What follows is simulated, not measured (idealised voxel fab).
Documented hereafter: the process module known as voxel spacer lines.
Square cells of 5 nm make up the cross-section cut, whose width is 160 nm.
Bands, listed from the top down, are how a cross-section gets written in this document; the cross-section itself is a grid of square cells, and a band is one or more rows of them.
It is stipulated that each band's entry specify, in nanometres, the height of the top of the band and then that of its bottom, followed by the materials of the band in left-to-right sequence, each together with its width in nanometres. A single material marked by the word "everywhere" is understood to fill the band from edge to edge; the word "empty" is understood to denote empty space.
Height reference: 0 = level under which incoming wafer is all one material. Lowest band: no bottom, runs on downward, e.g. "0 down".
Read "30->40" as a graded width: first number on top, second number at the bottom, same change between each pair of neighbouring rows.
For the purposes of this document, the phrase "everything unchanged" attached to a step denotes that no cell within the cross-section was modified by that step.
Closed empty spaces (no open way to the top) of 8 cells or more are what "Sealed cavities" lists, each as width x height at distance from the left edge, nm for all three.
Note: text after step settings on the step line = simulator remark on that step.
overlay nm: right-of-plan distance of the mask on a masked step; negative values mean left-of-plan.
Planned process steps:
1,op RECEIVE | material Si
2,op CONFORMAL_DEP | material Al2O3 | thk nm 5
3,op DIRECTIONAL_DEP | material polySi | thk nm 20
4,op DIRECTIONAL_DEP | material aC | thk nm 20
5,op PATTERN | tone cover | mask id MANDREL | material resist | width nm 25 | pitch nm 80 | thk nm 30 | overlay nm 0
6,op DIRECTIONAL_ETCH | etch materials aC | depth nm 20
7,op STRIP | etch materials resist
8,op CONFORMAL_DEP | material SiN | thk nm 15
9,op DIRECTIONAL_ETCH | etch materials SiN | depth nm 15
10,op STRIP | etch materials aC
11,op DIRECTIONAL_ETCH | etch materials polySi | depth nm 20
12,op STRIP | etch materials SiN
Cross-section: wafer on arrival = after step 1:
> 0 down = Si everywhere
> Sealed cavities: none
Here's the cross-section of the first of our two wafers at the end of the module - it ran as planned:
> 25 to 5 = empty 10 nm  polySi 15 nm  empty 25 nm  polySi 15 nm  empty 25 nm  polySi 15 nm  empty 25 nm  polySi 15 nm  empty 15 nm
> 5 to 0 = Al2O3 everywhere
> 0 down = Si everywhere
> Sealed cavities: none
Module end: cross-section of wafer two of two. Same start and process plan as the first wafer. One mistake during execution:
> 25 to 5 = empty 10 nm  polySi 55 nm  empty 25 nm  polySi 55 nm  empty 15 nm
> 5 to 0 = Al2O3 everywhere
> 0 down = Si everywhere
> Sealed cavities: none
Processing error: deviation from plan: step 11 and step 10 executed in one another's positions
Wrapping up, a cell-based count of both wafers puts the second over or under the first for these materials: polySi +40
